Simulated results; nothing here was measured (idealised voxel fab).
voxel self aligned contacts: a process module
For reference, the cross-section in this document is cut, with width 215 nm and square cells of 5 nm.
Bands, listed from the top down, are how a cross-section gets written in this document; the cross-section itself is a grid of square cells, and a band is one or more rows of them. Band: top height; bottom height; in nm. Then, left to right: material with width in nm, for each material. "everywhere": a single material spanning edge to edge. "air": empty space. Note: height 0 marks the level under which the wafer is uniformly one material as received. Lowest band unbounded below, written "0 nm and below". Note: "30 to 40" means the width goes from the first number (top row of the band) to the second number (bottom row) in equal steps per row of cells. It should be understood that the words "no change occurred", when stated for a given step, signify that the cross-section underwent no change in any of its cells during that step. "Trapped cavities": empty spaces of 8 cells or more with no open way to the top, each given as width x height at distance, distance from the left edge, all in nm. That trailing text on a step's line, after the settings, is the simulator's own remark on the step. A step line may carry the setting "overlay nm", which, for steps involving a mask, states the distance by which the mask lay to the right of its intended position; negative values denote displacement to the left.

## Listed below are the process steps as planned
1) RECEIVE [material Si]
2) CONFORMAL_DEP [material SiO2] [thk nm 5]
3) DIRECTIONAL_DEP [material polySi] [thk nm 30]
4) DIRECTIONAL_DEP [material SiN] [thk nm 25]
5) PATTERN [tone cover] [mask id GATE] [material resist] [width nm 30] [pitch nm 70] [thk nm 15] [overlay nm 0]
6) DIRECTIONAL_ETCH [etch materials SiN] [depth nm 25]
7) DIRECTIONAL_ETCH [etch materials polySi] [depth nm 30]
8) STRIP [etch materials resist]
9) CONFORMAL_DEP [material SiN] [thk nm 10]
10) DIRECTIONAL_ETCH [etch materials SiN] [depth nm 10]
11) FILL_DEP [material SiO2] [thk nm 10]
12) CMP [height nm 65]
13) DIRECTIONAL_DEP [material aC] [thk nm 15]
14) PATTERN [tone open] [mask id CONTACT] [material resist] [width nm 50] [pitch nm 70] [thk nm 35] [overlay nm 0]
15) DIRECTIONAL_ETCH [etch materials aC] [depth nm 15]
16) STRIP [etch materials resist]
17) DIRECTIONAL_ETCH [etch materials SiO2] [depth nm 65]
18) STRIP [etch materials aC]
19) CONFORMAL_DEP [material TiN] [thk nm 5]
20) FILL_DEP [material W] [thk nm 10]
21) CMP [height nm 65]
22) CONFORMAL_DEP [material SiN] [thk nm 5]

## as received, after step 1
  0 nm and below  Si everywhere
  Trapped cavities: none

## Wafer cross-section at module end: first of two, run to plan
  70 nm to 65 nm  SiN everywhere
  65 nm to 60 nm  45 of SiO2 | 20 of TiN | 10 of W | 20 of TiN | 20 of SiO2 | 20 of TiN | 10 of W | 20 of TiN | 50 of SiO2
  60 nm to 35 nm  10 of SiO2 | 50 of SiN | 5 of TiN | 10 of W | 5 of TiN | 50 of SiN | 5 of TiN | 10 of W | 5 of TiN | 50 of SiN | 15 of SiO2
  35 nm to 5 nm  10 of SiO2 | 10 of SiN | 30 of polySi | 10 of SiN | 5 of TiN | 10 of W | 5 of TiN | 10 of SiN | 30 of polySi | 10 of SiN | 5 of TiN | 10 of W | 5 of TiN | 10 of SiN | 30 of polySi | 10 of SiN | 15 of SiO2
  5 nm to 0 nm  60 of SiO2 | 20 of TiN | 50 of SiO2 | 20 of TiN | 65 of SiO2
  0 nm and below  Si everywhere
  Trapped cavities: none

## Second of two wafers, module complete, sectioned: it shares the first wafer's start and plan but was run with one mistake
  70 nm to 65 nm  SiN everywhere
  65 nm to 60 nm  45 of SiO2 | 15 of TiN | 10 of W | 25 of TiN | 20 of SiO2 | 15 of TiN | 10 of W | 25 of TiN | 50 of SiO2
  60 nm to 35 nm  5 of SiO2 | 50 of SiN | 5 of TiN | 10 of W | 5 of TiN | 50 of SiN | 5 of TiN | 10 of W | 5 of TiN | 50 of SiN | 20 of SiO2
  35 nm to 5 nm  5 of SiO2 | 10 of SiN | 30 of polySi | 10 of SiN | 5 of TiN | 10 of W | 5 of TiN | 10 of SiN | 30 of polySi | 10 of SiN | 5 of TiN | 10 of W | 5 of TiN | 10 of SiN | 30 of polySi | 10 of SiN | 20 of SiO2
  5 nm to 0 nm  55 of SiO2 | 20 of TiN | 50 of SiO2 | 20 of TiN | 70 of SiO2
  0 nm and below  Si everywhere
  Trapped cavities: none
The plan and the run diverged here: planned and actual differ for step 5; actual: PATTERN [tone cover] [mask id GATE] [material resist] [width nm 30] [pitch nm 70] [thk nm 15] [overlay nm -5]
Tallied in cells, the final second wafer holds each material in the same quantity as the first, although not at the same places.
